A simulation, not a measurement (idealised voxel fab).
Proc. module: voxel tone inversion
Cross-section cut spans 295 nm and uses square cells 5 nm in size.
In this document a cross-section is written as a grid of square cells. It is given as a series of bands, listed from the top down, and a band is one or more rows of cells.
First you get the band's top height and its bottom height, in nm, and then the materials it's made of, left to right, with each width in nm. If you see a single material with "edge to edge", that one covers the band edge to edge. "blank" is empty space.
Beneath 0, the wafer as received is one material, and that level is where height counting begins. The lowest band goes on downward without a bottom; it is written like "top 0, no bottom".
Width "30->40": first value at the band's top row of cells, second value at its bottom row, equal change from row to row.
Reading "remains unaltered" for a step: not a cell of the cross-section changed in it.
Closed-off voids of 8+ cells (no open route to the top) go in "Voids lacking openings", written width x height at distance from the left edge, in nm.
Note: text after step settings on the step line = simulator remark on that step.
You can add "overlay nm" to a step's line. For a step with a mask, it describes how far the mask lay to the right of its planned position, and a negative number describes a lay to the left.
Plan
- 1: RECEIVE, material Si
- 2: CONFORMAL_DEP, material SiN, thk nm 10
- 3: DIRECTIONAL_DEP, material polySi, thk nm 15
- 4: PATTERN, tone cover, mask id POSTS, material resist, width nm 15, pitch nm 40, thk nm 25, overlay nm 0
- 5: DIRECTIONAL_ETCH, etch materials polySi, depth nm 15
- 6: STRIP, etch materials resist
- 7: FILL_DEP, material lowk, thk nm 5
- 8: CMP, height nm 25
- 9: STRIP, etch materials polySi
- 10: CONFORMAL_DEP, material TiN, thk nm 5
- 11: FILL_DEP, material Ru, thk nm 5
- 12: CMP, height nm 25
- 13: CONFORMAL_DEP, material SiN, thk nm 5
Cross-section: wafer on arrival = after step 1
* top 0, no bottom | Si edge to edge
* Voids lacking openings: none
Cross-section at module end, one run error; start and plan unchanged from above
* top 30, bottom 15 | SiN edge to edge
* top 15, bottom 0 | polySi edge to edge
* top 0, no bottom | Si edge to edge
* Voids lacking openings: none
The mistake made against the process plan was this: plan vs actual: 2 and 3 interchanged
